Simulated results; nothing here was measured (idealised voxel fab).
Process module under the name voxel trench capacitor
In the cross-section labelled cut, the width is 160 nm and each square cell is 5 nm.
Cross-section spec: square-cell grid; bands listed top down; each band is one or more rows. It is stipulated that each band's entry specify, in nanometres, the height of the top of the band and then that of its bottom, followed by the materials of the band in left-to-right sequence, each together with its width in nanometres. A single material marked by the word "all across" is understood to fill the band from edge to edge; the word "air" is understood to denote empty space. Convention: height 0 is the level below which the wafer, as received, is all one material. The lowest band does not terminate at the bottom but continues downward, represented as "0 down". Graded width ("30 to 40"): value in top row of band = first number; value in bottom row = second number; row-to-row change constant. "remains unaltered" for a step: no cell of the cross-section changed in that step. Sealed void inventory: empty space of 8 cells or more with no open way to the top, each as width x height at its distance from the left edge, in nm. Step line, after settings: the simulator's comment on this step. The "overlay nm" setting may appear on a step's line; for a step that uses a mask, it gives how far to the right of its planned position the mask lay, and a negative value indicates the left.
-- Intended process steps
step 1: RECEIVE,material Si
step 2: CONFORMAL_DEP,material SiN,thk nm 5
step 3: PATTERN,tone open,mask id TRENCH,material resist,width nm 30,pitch nm 50,thk nm 20,overlay nm 0
step 4: DIRECTIONAL_ETCH,etch materials SiN,depth nm 5
step 5: DIRECTIONAL_ETCH,etch materials Si,depth nm 25
step 6: STRIP,etch materials resist
step 7: CONFORMAL_DEP,material Al2O3,thk nm 5
step 8: CONFORMAL_DEP,material TiN,thk nm 5
step 9: FILL_DEP,material W,thk nm 10
step 10: CMP,height nm 5
-- Cross-section of the wafer upon arrival, representing the state reached after step 1
    0 down = Si all across
    Sealed void inventory: none
-- End-of-module cross-section. Starting structure and process plan as above; one mistake made in running it
    25 to 15 = W all across
    15 to 10 = TiN=25, then W=10, then TiN=40, then W=10, then TiN=40, then W=10, then TiN=25
    10 to 5 = Al2O3=20, then TiN=5, then W=10, then TiN=5, then Al2O3=30, then TiN=5, then W=10, then TiN=5, then Al2O3=30, then TiN=5, then W=10, then TiN=5, then Al2O3=20
    5 to 0 = SiN=15, then Al2O3=5, then TiN=5, then W=10, then TiN=5, then Al2O3=5, then SiN=20, then Al2O3=5, then TiN=5, then W=10, then TiN=5, then Al2O3=5, then SiN=20, then Al2O3=5, then TiN=5, then W=10, then TiN=5, then Al2O3=5, then SiN=15
    0 to -15 = Si=15, then Al2O3=5, then TiN=5, then W=10, then TiN=5, then Al2O3=5, then Si=20, then Al2O3=5, then TiN=5, then W=10, then TiN=5, then Al2O3=5, then Si=20, then Al2O3=5, then TiN=5, then W=10, then TiN=5, then Al2O3=5, then Si=15
    -15 to -20 = Si=15, then Al2O3=5, then TiN=20, then Al2O3=5, then Si=20, then Al2O3=5, then TiN=20, then Al2O3=5, then Si=20, then Al2O3=5, then TiN=20, then Al2O3=5, then Si=15
    -20 to -25 = Si=15, then Al2O3=30, then Si=20, then Al2O3=30, then Si=20, then Al2O3=30, then Si=15
    -25 down = Si all across
    Sealed void inventory: none
Deviation noted in wafer processing: execution of step 10 of the plan did not take place, the step having been omitted
